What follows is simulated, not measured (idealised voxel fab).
process module | voxel spacer lines
cross-section cut | 300 nm wide | cells 5 nm
A cross-section is a grid of square cells, given in bands from the top down. A band is one or more rows of cells.
Each band's line starts with the height of the band's top and of its bottom, in nm. Then come its materials from left to right, each with its width in nm. One material with "throughout" fills the band from edge to edge. "air" is empty space.
Height 0 is the level under which the wafer as received is all one material. The lowest band goes on downwards, as in "0 down".
A width such as "30 to 40" changes by the same amount from each row of cells to the next, from the band's top row to its bottom row.
"no change" after a step means that no cell of the cross-section changed.
closed voids: empty space of 8 cells or more with no open way to the top, each as width x height at its distance from the left edge, in nm
after a step's settings: what the simulator itself notes on the step
overlay nm, on a step with a mask: how far to the right of its planned place the mask lay; to the left if negative
plan
1 op RECEIVE | material Si
2 op CONFORMAL_DEP | material SiO2 | thk nm 5
3 op DIRECTIONAL_DEP | material W | thk nm 10
4 op DIRECTIONAL_DEP | material polySi | thk nm 30
5 op PATTERN | tone cover | mask id MANDREL | material resist | width nm 20 | pitch nm 70 | thk nm 35 | overlay nm 0
6 op DIRECTIONAL_ETCH | etch materials polySi | depth nm 30
7 op STRIP | etch materials resist
8 op CONFORMAL_DEP | material SiN | thk nm 15
9 op DIRECTIONAL_ETCH | etch materials SiN | depth nm 15
10 op STRIP | etch materials polySi
11 op DIRECTIONAL_ETCH | etch materials W | depth nm 10
12 op STRIP | etch materials SiN
13 op FILL_DEP | material SiO2 | thk nm 5
14 op CMP | height nm 15
first wafer, as planned
as received, after step 1
  0 down: Si throughout
  closed voids: none
after step 2
  5 to 0: SiO2 throughout
  below 0: unchanged
after step 3
  15 to 5: W throughout
  below 5: unchanged
after step 4
  45 to 15: polySi throughout
  below 15: unchanged
after step 5
  80 to 45: air 70 | resist 20 | air 50 | resist 20 | air 50 | resist 20 | air 70
  below 45: unchanged
after step 6
  80 to 45: air 70 | resist 20 | air 50 | resist 20 | air 50 | resist 20 | air 70
  45 to 15: air 70 | polySi 20 | air 50 | polySi 20 | air 50 | polySi 20 | air 70
  below 15: unchanged
after step 7
  45 to 15: air 70 | polySi 20 | air 50 | polySi 20 | air 50 | polySi 20 | air 70
  below 15: unchanged
after step 8
  60 to 45: air 55 | SiN 50 | air 20 | SiN 50 | air 20 | SiN 50 | air 55
  45 to 30: air 55 | SiN 15 | polySi 20 | SiN 15 | air 20 | SiN 15 | polySi 20 | SiN 15 | air 20 | SiN 15 | polySi 20 | SiN 15 | air 55
  30 to 15: SiN 70 | polySi 20 | SiN 50 | polySi 20 | SiN 50 | polySi 20 | SiN 70
  below 15: unchanged
after step 9
  45 to 15: air 55 | SiN 15 | polySi 20 | SiN 15 | air 20 | SiN 15 | polySi 20 | SiN 15 | air 20 | SiN 15 | polySi 20 | SiN 15 | air 55
  below 15: unchanged
after step 10
  45 to 15: air 55 | SiN 15 | air 20 | SiN 15 | air 20 | SiN 15 | air 20 | SiN 15 | air 20 | SiN 15 | air 20 | SiN 15 | air 55
  below 15: unchanged
after step 11
  45 to 15: air 55 | SiN 15 | air 20 | SiN 15 | air 20 | SiN 15 | air 20 | SiN 15 | air 20 | SiN 15 | air 20 | SiN 15 | air 55
  15 to 5: air 55 | W 15 | air 20 | W 15 | air 20 | W 15 | air 20 | W 15 | air 20 | W 15 | air 20 | W 15 | air 55
  below 5: unchanged
after step 12
  15 to 5: air 55 | W 15 | air 20 | W 15 | air 20 | W 15 | air 20 | W 15 | air 20 | W 15 | air 20 | W 15 | air 55
  below 5: unchanged
after step 13
  20 to 15: SiO2 throughout
  15 to 5: SiO2 55 | W 15 | SiO2 20 | W 15 | SiO2 20 | W 15 | SiO2 20 | W 15 | SiO2 20 | W 15 | SiO2 20 | W 15 | SiO2 55
  below 5: unchanged
after step 14
  15 to 5: SiO2 55 | W 15 | SiO2 20 | W 15 | SiO2 20 | W 15 | SiO2 20 | W 15 | SiO2 20 | W 15 | SiO2 20 | W 15 | SiO2 55
  below 5: unchanged
second wafer: like start, like plan, one mistake. Through step 1 it matches the first wafer
when step 2 should have ended
  5 to 0: W throughout
  below 0: unchanged
when step 3 should have ended
  15 to 0: W throughout
  below 0: unchanged
when step 4 should have ended
  45 to 15: polySi throughout
  below 15: unchanged
when step 5 should have ended
  80 to 45: air 70 | resist 20 | air 50 | resist 20 | air 50 | resist 20 | air 70
  below 45: unchanged
when step 6 should have ended
  80 to 45: air 70 | resist 20 | air 50 | resist 20 | air 50 | resist 20 | air 70
  45 to 15: air 70 | polySi 20 | air 50 | polySi 20 | air 50 | polySi 20 | air 70
  below 15: unchanged
when step 7 should have ended
  45 to 15: air 70 | polySi 20 | air 50 | polySi 20 | air 50 | polySi 20 | air 70
  below 15: unchanged
when step 8 should have ended
  60 to 45: air 55 | SiN 50 | air 20 | SiN 50 | air 20 | SiN 50 | air 55
  45 to 30: air 55 | SiN 15 | polySi 20 | SiN 15 | air 20 | SiN 15 | polySi 20 | SiN 15 | air 20 | SiN 15 | polySi 20 | SiN 15 | air 55
  30 to 15: SiN 70 | polySi 20 | SiN 50 | polySi 20 | SiN 50 | polySi 20 | SiN 70
  below 15: unchanged
when step 9 should have ended
  45 to 15: air 55 | SiN 15 | polySi 20 | SiN 15 | air 20 | SiN 15 | polySi 20 | SiN 15 | air 20 | SiN 15 | polySi 20 | SiN 15 | air 55
  below 15: unchanged
when step 10 should have ended
  45 to 15: air 55 | SiN 15 | air 20 | SiN 15 | air 20 | SiN 15 | air 20 | SiN 15 | air 20 | SiN 15 | air 20 | SiN 15 | air 55
  below 15: unchanged
when step 11 should have ended
  45 to 15: air 55 | SiN 15 | air 20 | SiN 15 | air 20 | SiN 15 | air 20 | SiN 15 | air 20 | SiN 15 | air 20 | SiN 15 | air 55
  15 to 5: air 55 | W 15 | air 20 | W 15 | air 20 | W 15 | air 20 | W 15 | air 20 | W 15 | air 20 | W 15 | air 55
  below 5: unchanged
when step 12 should have ended
  15 to 5: air 55 | W 15 | air 20 | W 15 | air 20 | W 15 | air 20 | W 15 | air 20 | W 15 | air 20 | W 15 | air 55
  below 5: unchanged
when step 13 should have ended
  20 to 15: SiO2 throughout
  15 to 5: SiO2 55 | W 15 | SiO2 20 | W 15 | SiO2 20 | W 15 | SiO2 20 | W 15 | SiO2 20 | W 15 | SiO2 20 | W 15 | SiO2 55
  below 5: unchanged
when step 14 should have ended
  15 to 5: SiO2 55 | W 15 | SiO2 20 | W 15 | SiO2 20 | W 15 | SiO2 20 | W 15 | SiO2 20 | W 15 | SiO2 20 | W 15 | SiO2 55
  below 5: unchanged
what went wrong: step 2 ran as: op CONFORMAL_DEP | material W | thk nm 5
at the end the second wafer has, in cells: 60 fewer of SiO2 | 60 more of W
